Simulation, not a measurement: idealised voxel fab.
The process module presented herein is designated voxel ribs on slabs.
It is cross-section cut that appears here, measuring 155 nm in width, its square cells being 5 nm in size.
A cross-section is a grid of square cells, given in bands from the top down. A band is one or more rows of cells. What a band's entry tells you: where the top is and where the bottom is, as heights in nm, and after that what lies inside, material by material from left to right, each with its width in nm. Empty space is written as the word "blank", and a single material marked with the word "all across" occupies the band from edge to edge. Heights are reckoned from 0. Under this level, the received wafer is all of one material. The bottommost band is open-ended downward, for example "from 0 down". So if you see something like "30->40" for the width, read it as the top row of the band sitting at the first number and the bottom row at the second, with every row in between moving by the same amount as the last. A step reported as "stayed the same" is a step in which no cell of the cross-section changed. Under "Enclosed void catalog" you'll find the enclosed gaps, the ones with no way out to the top, that are 8 cells or bigger; each reads width x height at distance, with distance counted from the left edge, everything in nm. That trailing text on a step's line, after the settings, is the simulator's own remark on the step. A step line may carry the setting "overlay nm", which, for steps involving a mask, states the distance by which the mask lay to the right of its intended position; negative values denote displacement to the left.

Planned process steps
1 RECEIVE, material Si
2 DIRECTIONAL_DEP, material SiO2, thk nm 30
3 DIRECTIONAL_DEP, material polySi, thk nm 20
4 PATTERN, tone cover, mask id RIB, material resist, width nm 15, thk nm 15, overlay nm 0
5 DIRECTIONAL_ETCH, etch materials polySi, depth nm 10
6 STRIP, etch materials resist
7 DIRECTIONAL_DEP, material aC, thk nm 15
8 PATTERN, tone cover, mask id SLAB, material resist, width nm 75, thk nm 35, overlay nm 0
9 DIRECTIONAL_ETCH, etch materials aC, depth nm 15
10 STRIP, etch materials resist
11 DIRECTIONAL_ETCH, etch materials polySi, depth nm 10
12 STRIP, etch materials aC
13 FILL_DEP, material SiO2, thk nm 25
14 CMP, height nm 65
15 DIRECTIONAL_DEP, material W, thk nm 10
16 PATTERN, tone cover, mask id HEATER, material resist, width nm 25, thk nm 15, overlay nm 0
17 DIRECTIONAL_ETCH, etch materials W, depth nm 10
18 STRIP, etch materials resist
19 CONFORMAL_DEP, material SiO2, thk nm 5

First wafer out of two, processed as planned

As-received wafer cross-section (after step 1)
from 0 down = Si all across
Enclosed void catalog: none

Upon completion of step 2, the wafer appears in cross-section as shown
from 30 to 0 = SiO2 all across
Below 0, no change.

Upon completion of step 3, the wafer appears in cross-section as shown
from 50 to 30 = polySi all across
Below 30, no change.

Upon completion of step 4, the wafer appears in cross-section as shown
from 65 to 50 = 70 blank / 15 resist / 70 blank
Below 50, no change.

Upon completion of step 5, the wafer appears in cross-section as shown
from 65 to 50 = 70 blank / 15 resist / 70 blank
from 50 to 40 = 70 blank / 15 polySi / 70 blank
Below 40, no change.

Upon completion of step 6, the wafer appears in cross-section as shown
from 50 to 40 = 70 blank / 15 polySi / 70 blank
Below 40, no change.

Upon completion of step 7, the wafer appears in cross-section as shown
from 65 to 55 = 70 blank / 15 aC / 70 blank
from 55 to 50 = aC all across
from 50 to 40 = 70 aC / 15 polySi / 70 aC
Below 40, no change.

Upon completion of step 8, the wafer appears in cross-section as shown
from 100 to 65 = 40 blank / 75 resist / 40 blank
from 65 to 55 = 40 blank / 30 resist / 15 aC / 30 resist / 40 blank
Below 55, no change.

Upon completion of step 9, the wafer appears in cross-section as shown
from 85 to 65 = 40 blank / 75 resist / 40 blank
from 65 to 55 = 40 blank / 30 resist / 15 aC / 30 resist / 40 blank
from 55 to 50 = 40 blank / 75 aC / 40 blank
from 50 to 40 = 40 blank / 30 aC / 15 polySi / 30 aC / 40 blank
Below 40, no change.

Upon completion of step 10, the wafer appears in cross-section as shown
from 65 to 55 = 70 blank / 15 aC / 70 blank
Below 55, no change.

Upon completion of step 11, the wafer appears in cross-section as shown
from 65 to 55 = 70 blank / 15 aC / 70 blank
from 55 to 50 = 40 blank / 75 aC / 40 blank
from 50 to 40 = 40 blank / 30 aC / 15 polySi / 30 aC / 40 blank
from 40 to 30 = 40 blank / 75 polySi / 40 blank
Below 30, no change.

Upon completion of step 12, the wafer appears in cross-section as shown
from 50 to 40 = 70 blank / 15 polySi / 70 blank
Below 40, no change.

Upon completion of step 13, the wafer appears in cross-section as shown
from 75 to 50 = SiO2 all across
from 50 to 40 = 70 SiO2 / 15 polySi / 70 SiO2
from 40 to 30 = 40 SiO2 / 75 polySi / 40 SiO2
Below 30, no change.

Upon completion of step 14, the wafer appears in cross-section as shown
from 65 to 50 = SiO2 all across
Below 50, no change.

Upon completion of step 15, the wafer appears in cross-section as shown
from 75 to 65 = W all across
Below 65, no change.

Upon completion of step 16, the wafer appears in cross-section as shown
from 90 to 75 = 65 blank / 25 resist / 65 blank
Below 75, no change.

Upon completion of step 17, the wafer appears in cross-section as shown
from 90 to 75 = 65 blank / 25 resist / 65 blank
from 75 to 65 = 65 blank / 25 W / 65 blank
Below 65, no change.

Upon completion of step 18, the wafer appears in cross-section as shown
from 75 to 65 = 65 blank / 25 W / 65 blank
Below 65, no change.

Upon completion of step 19, the wafer appears in cross-section as shown
from 80 to 75 = 60 blank / 35 SiO2 / 60 blank
from 75 to 70 = 60 blank / 5 SiO2 / 25 W / 5 SiO2 / 60 blank
from 70 to 65 = 65 SiO2 / 25 W / 65 SiO2
Below 65, no change.

Wafer two. Identical start, identical plan. One mistake in execution. Identical history through step 2

At the planned end of step 3, the second wafer in cross-section
from 70 to 30 = polySi all across
Below 30, no change.

At the planned end of step 4, the second wafer in cross-section
from 85 to 70 = 70 blank / 15 resist / 70 blank
Below 70, no change.

At the planned end of step 5, the second wafer in cross-section
from 85 to 70 = 70 blank / 15 resist / 70 blank
from 70 to 60 = 70 blank / 15 polySi / 70 blank
Below 60, no change.

At the planned end of step 6, the second wafer in cross-section
from 70 to 60 = 70 blank / 15 polySi / 70 blank
Below 60, no change.

At the planned end of step 7, the second wafer in cross-section
from 85 to 75 = 70 blank / 15 aC / 70 blank
from 75 to 70 = aC all across
from 70 to 60 = 70 aC / 15 polySi / 70 aC
Below 60, no change.

At the planned end of step 8, the second wafer in cross-section
from 120 to 85 = 40 blank / 75 resist / 40 blank
from 85 to 75 = 40 blank / 30 resist / 15 aC / 30 resist / 40 blank
Below 75, no change.

At the planned end of step 9, the second wafer in cross-section
from 105 to 85 = 40 blank / 75 resist / 40 blank
from 85 to 75 = 40 blank / 30 resist / 15 aC / 30 resist / 40 blank
from 75 to 70 = 40 blank / 75 aC / 40 blank
from 70 to 60 = 40 blank / 30 aC / 15 polySi / 30 aC / 40 blank
Below 60, no change.

At the planned end of step 10, the second wafer in cross-section
from 85 to 75 = 70 blank / 15 aC / 70 blank
Below 75, no change.

At the planned end of step 11, the second wafer in cross-section
from 85 to 75 = 70 blank / 15 aC / 70 blank
from 75 to 70 = 40 blank / 75 aC / 40 blank
from 70 to 60 = 40 blank / 30 aC / 15 polySi / 30 aC / 40 blank
from 60 to 50 = 40 blank / 75 polySi / 40 blank
Below 50, no change.

At the planned end of step 12, the second wafer in cross-section
from 70 to 60 = 70 blank / 15 polySi / 70 blank
Below 60, no change.

At the planned end of step 13, the second wafer in cross-section
from 95 to 70 = SiO2 all across
from 70 to 60 = 70 SiO2 / 15 polySi / 70 SiO2
from 60 to 50 = 40 SiO2 / 75 polySi / 40 SiO2
Below 50, no change.

At the planned end of step 14, the second wafer in cross-section
from 65 to 60 = 70 SiO2 / 15 polySi / 70 SiO2
Below 60, no change.

At the planned end of step 15, the second wafer in cross-section
from 75 to 65 = W all across
Below 65, no change.

At the planned end of step 16, the second wafer in cross-section
from 90 to 75 = 65 blank / 25 resist / 65 blank
Below 75, no change.

At the planned end of step 17, the second wafer in cross-section
from 90 to 75 = 65 blank / 25 resist / 65 blank
from 75 to 65 = 65 blank / 25 W / 65 blank
Below 65, no change.

At the planned end of step 18, the second wafer in cross-section
from 75 to 65 = 65 blank / 25 W / 65 blank
Below 65, no change.

At the planned end of step 19, the second wafer in cross-section
from 80 to 75 = 60 blank / 35 SiO2 / 60 blank
from 75 to 70 = 60 blank / 5 SiO2 / 25 W / 5 SiO2 / 60 blank
from 70 to 65 = 65 SiO2 / 25 W / 65 SiO2
Below 65, no change.
Misprocessing identified: step 3 of the plan was carried out twice
End of process, cell counts, second wafer against first, materials with more or fewer: SiO2 -121, polySi +121
